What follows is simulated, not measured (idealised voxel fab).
The document below concerns the process module designated voxel capacitor over wiring.
Square cell edge 5 nm, section width 255 nm, ID cut.
Cross-sections here: square-cell grids, written as top-down lists of bands, a band being one or more rows of cells.
Read a band's entry like this: the first values are the height of its top and the height of its bottom in nm, and what follows is the sequence of materials from left to right, each with its width in nm. Note that "empty" is empty space, and that a single material marked "everywhere" reaches across the band from edge to edge.
A quick word on heights: they are counted from 0, and under that level the wafer as it came to us is one material throughout. The lowest band is different from the rest in having no bottom; it simply continues downward, written as in "top 0, no bottom".
Width spec "30 to 40" -> top row of cells at first value, bottom row at second value, equal per-row change in between.
Where the words "no change occurred" appear for a step, the cross-section shows no cell changed by that step; every cell remained as before.
"Closed void register" specifies each empty space that is not open to the top and that occupies no fewer than 8 cells, using the form width x height at distance, the distance measured from the left edge and all three quantities in nm.
Past the settings on a step's line: simulator remark, on that step.
A step line may carry the setting "overlay nm", which, for steps involving a mask, states the distance by which the mask lay to the right of its intended position; negative values denote displacement to the left.

# Steps in the process plan
1) RECEIVE [material Si]
2) CONFORMAL_DEP [material SiO2] [thk nm 10]
3) CONFORMAL_DEP [material SiCN] [thk nm 5]
4) DIRECTIONAL_DEP [material lowk] [thk nm 20]
5) DIRECTIONAL_DEP [material aC] [thk nm 10]
6) PATTERN [tone open] [mask id METAL_1] [material resist] [width nm 30] [pitch nm 80] [thk nm 25] [overlay nm 0]
7) DIRECTIONAL_ETCH [etch materials aC] [depth nm 10]
8) STRIP [etch materials resist]
9) DIRECTIONAL_ETCH [etch materials lowk] [depth nm 20]
10) DIRECTIONAL_ETCH [etch materials SiCN] [depth nm 5]
11) STRIP [etch materials aC]
12) CONFORMAL_DEP [material TiN] [thk nm 5]
13) FILL_DEP [material Cu] [thk nm 5]
14) CMP [height nm 35]
15) CONFORMAL_DEP [material SiCN] [thk nm 5]
16) DIRECTIONAL_DEP [material lowk] [thk nm 10]
17) MASKED_ETCH [tone open] [mask id PLUG_1] [width nm 15] [etch materials lowk] [depth nm 10] [overlay nm 0]
18) MASKED_ETCH [tone open] [mask id PLUG_1] [width nm 15] [etch materials SiCN] [depth nm 5] [overlay nm 0]
19) EPI [material Ru] [thk nm 10]
20) EPI [material Ru] [thk nm 5]
21) DIRECTIONAL_DEP [material TiN] [thk nm 10]
22) DIRECTIONAL_DEP [material Al2O3] [thk nm 5]
23) DIRECTIONAL_DEP [material TiN] [thk nm 10]
24) PATTERN [tone cover] [mask id UPPER_PLATE] [material resist] [width nm 55] [thk nm 20] [overlay nm 0]
25) DIRECTIONAL_ETCH [etch materials TiN] [depth nm 10]
26) DIRECTIONAL_ETCH [etch materials Al2O3] [depth nm 5]
27) STRIP [etch materials resist]
28) MASKED_ETCH [tone cover] [mask id LOWER_PLATE] [width nm 65] [etch materials TiN] [depth nm 10] [overlay nm 0]
29) FILL_DEP [material SiO2] [thk nm 15]
30) CMP [height nm 85]
31) MASKED_ETCH [tone open] [mask id PLUG_2] [width nm 15] [etch materials SiO2] [depth nm 10] [overlay nm 0]
32) CONFORMAL_DEP [material TiN] [thk nm 5]
33) FILL_DEP [material Ru] [thk nm 5]
34) CMP [height nm 85]
35) CONFORMAL_DEP [material SiN] [thk nm 5]

# Wafer at receipt (post step 1), cross-section
    top 0, no bottom = Si everywhere
    Closed void register: none

# This is how the wafer looks in cross-section once the module is done, given the starting state and plan above and one mistake in carrying the plan out
    top 90, bottom 85 = SiN everywhere
    top 85, bottom 80 = 95 of SiO2 / 5 of TiN / 5 of Ru / 5 of TiN / 145 of SiO2
    top 80, bottom 75 = 95 of SiO2 / 15 of TiN / 145 of SiO2
    top 75, bottom 65 = 85 of SiO2 / 55 of TiN / 115 of SiO2
    top 65, bottom 60 = aC everywhere
    top 60, bottom 50 = TiN everywhere
    top 50, bottom 40 = 85 of lowk / 15 of Ru / 155 of lowk
    top 40, bottom 35 = 85 of SiCN / 15 of Ru / 155 of SiCN
    top 35, bottom 15 = 70 of lowk / 5 of TiN / 20 of Cu / 5 of TiN / 50 of lowk / 5 of TiN / 20 of Cu / 5 of TiN / 75 of lowk
    top 15, bottom 10 = 70 of SiCN / 30 of TiN / 50 of SiCN / 30 of TiN / 75 of SiCN
    top 10, bottom 0 = SiO2 everywhere
    top 0, no bottom = Si everywhere
    Closed void register: none
Here's what went sideways: step 22 was not run as planned; what actually ran was DIRECTIONAL_DEP [material aC] [thk nm 5]
